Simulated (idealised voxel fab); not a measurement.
You're looking at the process module voxel ribs on slabs.
The width of the displayed cross-section, cut, is 150 nm; its cells are square, with a size of 5 nm.
Think of the cross-section as a grid of square cells. We describe it in bands, top to bottom, and each band covers one or more rows of those cells. It is stipulated that each band's entry specify, in nanometres, the height of the top of the band and then that of its bottom, followed by the materials of the band in left-to-right sequence, each together with its width in nanometres. A single material marked by the word "everywhere" is understood to fill the band from edge to edge; the word "empty" is understood to denote empty space. Heights are expressed relative to 0, this being the level below which the as-received wafer comprises one material exclusively. The lowest band is unbounded in the downward direction and is denoted as in "0 nm and below". Quick explanation for "30->40": the width changes in equal steps down the rows of cells, from the first number in the band's top row to the second number in its bottom row. "all unchanged" for a step: no cell of the cross-section changed in that step. Under "Enclosed void list" you'll find the enclosed gaps, the ones with no way out to the top, that are 8 cells or bigger; each reads width x height at distance, with distance counted from the left edge, everything in nm. Past the settings on a step's line: simulator remark, on that step. Regarding "overlay nm": on a step with a mask, it is the distance the mask lay to the right of its planned place; a negative value places it to the left.

-- Process steps (planned)
1. RECEIVE [material Si]
2. DIRECTIONAL_DEP [material SiO2] [thk nm 20]
3. DIRECTIONAL_DEP [material polySi] [thk nm 20]
4. MASKED_ETCH [tone cover] [mask id RIB] [width nm 15] [etch materials polySi] [depth nm 5] [overlay nm 0]
5. DIRECTIONAL_DEP [material aC] [thk nm 15]
6. PATTERN [tone cover] [mask id SLAB] [material resist] [width nm 45] [thk nm 30] [overlay nm 0]
7. DIRECTIONAL_ETCH [etch materials aC] [depth nm 15]
8. STRIP [etch materials resist]
9. DIRECTIONAL_ETCH [etch materials polySi] [depth nm 15]
10. STRIP [etch materials aC]
11. FILL_DEP [material SiO2] [thk nm 20]
12. CMP [height nm 50]
13. DIRECTIONAL_DEP [material TiN] [thk nm 10]
14. PATTERN [tone cover] [mask id HEATER] [material resist] [width nm 25] [thk nm 15] [overlay nm 0]
15. DIRECTIONAL_ETCH [etch materials TiN] [depth nm 10]
16. STRIP [etch materials resist]
17. CONFORMAL_DEP [material SiN] [thk nm 10]

-- First of two wafers, processed according to plan

-- Received-state cross-section, reflecting completion of step 1
> 0 nm and below  Si everywhere
> Enclosed void list: none

-- State of the wafer after step 2, shown in cross-section
> 20 nm to 0 nm  SiO2 everywhere
> Below 0 it's all the same as before, nothing changed down there.

-- State of the wafer after step 3, shown in cross-section
> 40 nm to 20 nm  polySi everywhere
> Below 20 it's all the same as before, nothing changed down there.

-- State of the wafer after step 4, shown in cross-section
> 40 nm to 35 nm  65 of empty, then 15 of polySi, then 70 of empty
> Below 35 it's all the same as before, nothing changed down there.

-- State of the wafer after step 5, shown in cross-section
> 55 nm to 50 nm  65 of empty, then 15 of aC, then 70 of empty
> 50 nm to 40 nm  aC everywhere
> 40 nm to 35 nm  65 of aC, then 15 of polySi, then 70 of aC
> Below 35 it's all the same as before, nothing changed down there.

-- State of the wafer after step 6, shown in cross-section
> 85 nm to 55 nm  50 of empty, then 45 of resist, then 55 of empty
> 55 nm to 50 nm  50 of empty, then 15 of resist, then 15 of aC, then 15 of resist, then 55 of empty
> Below 50 it's all the same as before, nothing changed down there.

-- State of the wafer after step 7, shown in cross-section
> 70 nm to 55 nm  50 of empty, then 45 of resist, then 55 of empty
> 55 nm to 50 nm  50 of empty, then 15 of resist, then 15 of aC, then 15 of resist, then 55 of empty
> 50 nm to 40 nm  50 of empty, then 45 of aC, then 55 of empty
> 40 nm to 35 nm  50 of empty, then 15 of aC, then 15 of polySi, then 15 of aC, then 55 of empty
> Below 35 it's all the same as before, nothing changed down there.

-- State of the wafer after step 8, shown in cross-section
> 55 nm to 50 nm  65 of empty, then 15 of aC, then 70 of empty
> Below 50 it's all the same as before, nothing changed down there.

-- State of the wafer after step 9, shown in cross-section
> 55 nm to 50 nm  65 of empty, then 15 of aC, then 70 of empty
> 50 nm to 40 nm  50 of empty, then 45 of aC, then 55 of empty
> 40 nm to 35 nm  50 of empty, then 15 of aC, then 15 of polySi, then 15 of aC, then 55 of empty
> 35 nm to 20 nm  50 of empty, then 45 of polySi, then 55 of empty
> Below 20 it's all the same as before, nothing changed down there.

-- State of the wafer after step 10, shown in cross-section
> 40 nm to 35 nm  65 of empty, then 15 of polySi, then 70 of empty
> Below 35 it's all the same as before, nothing changed down there.

-- State of the wafer after step 11, shown in cross-section
> 60 nm to 40 nm  SiO2 everywhere
> 40 nm to 35 nm  65 of SiO2, then 15 of polySi, then 70 of SiO2
> 35 nm to 20 nm  50 of SiO2, then 45 of polySi, then 55 of SiO2
> Below 20 it's all the same as before, nothing changed down there.

-- State of the wafer after step 12, shown in cross-section
> 50 nm to 40 nm  SiO2 everywhere
> Below 40 it's all the same as before, nothing changed down there.

-- State of the wafer after step 13, shown in cross-section
> 60 nm to 50 nm  TiN everywhere
> Below 50 it's all the same as before, nothing changed down there.

-- State of the wafer after step 14, shown in cross-section
> 75 nm to 60 nm  60 of empty, then 25 of resist, then 65 of empty
> Below 60 it's all the same as before, nothing changed down there.

-- State of the wafer after step 15, shown in cross-section
> 75 nm to 60 nm  60 of empty, then 25 of resist, then 65 of empty
> 60 nm to 50 nm  60 of empty, then 25 of TiN, then 65 of empty
> Below 50 it's all the same as before, nothing changed down there.

-- State of the wafer after step 16, shown in cross-section
> 60 nm to 50 nm  60 of empty, then 25 of TiN, then 65 of empty
> Below 50 it's all the same as before, nothing changed down there.

-- State of the wafer after step 17, shown in cross-section
> 70 nm to 60 nm  50 of empty, then 45 of SiN, then 55 of empty
> 60 nm to 50 nm  60 of SiN, then 25 of TiN, then 65 of SiN
> Below 50 it's all the same as before, nothing changed down there.

-- Wafer two of the pair: same origin, same plan, one error during the run; identical to wafer one up to and including step 16

-- Cross-section of the second wafer corresponding to the planned conclusion of step 17
> 70 nm to 60 nm  50 of empty, then 45 of TiN, then 55 of empty
> 60 nm to 50 nm  TiN everywhere
> Below 50 it's all the same as before, nothing changed down there.
what went wrong: rather than as planned, step 17 actually ran as CONFORMAL_DEP [material TiN] [thk nm 10]
The final cell counts differ between the wafers, with the second having more or fewer of some materials than the first: SiN: 68 fewer | TiN: 68 more
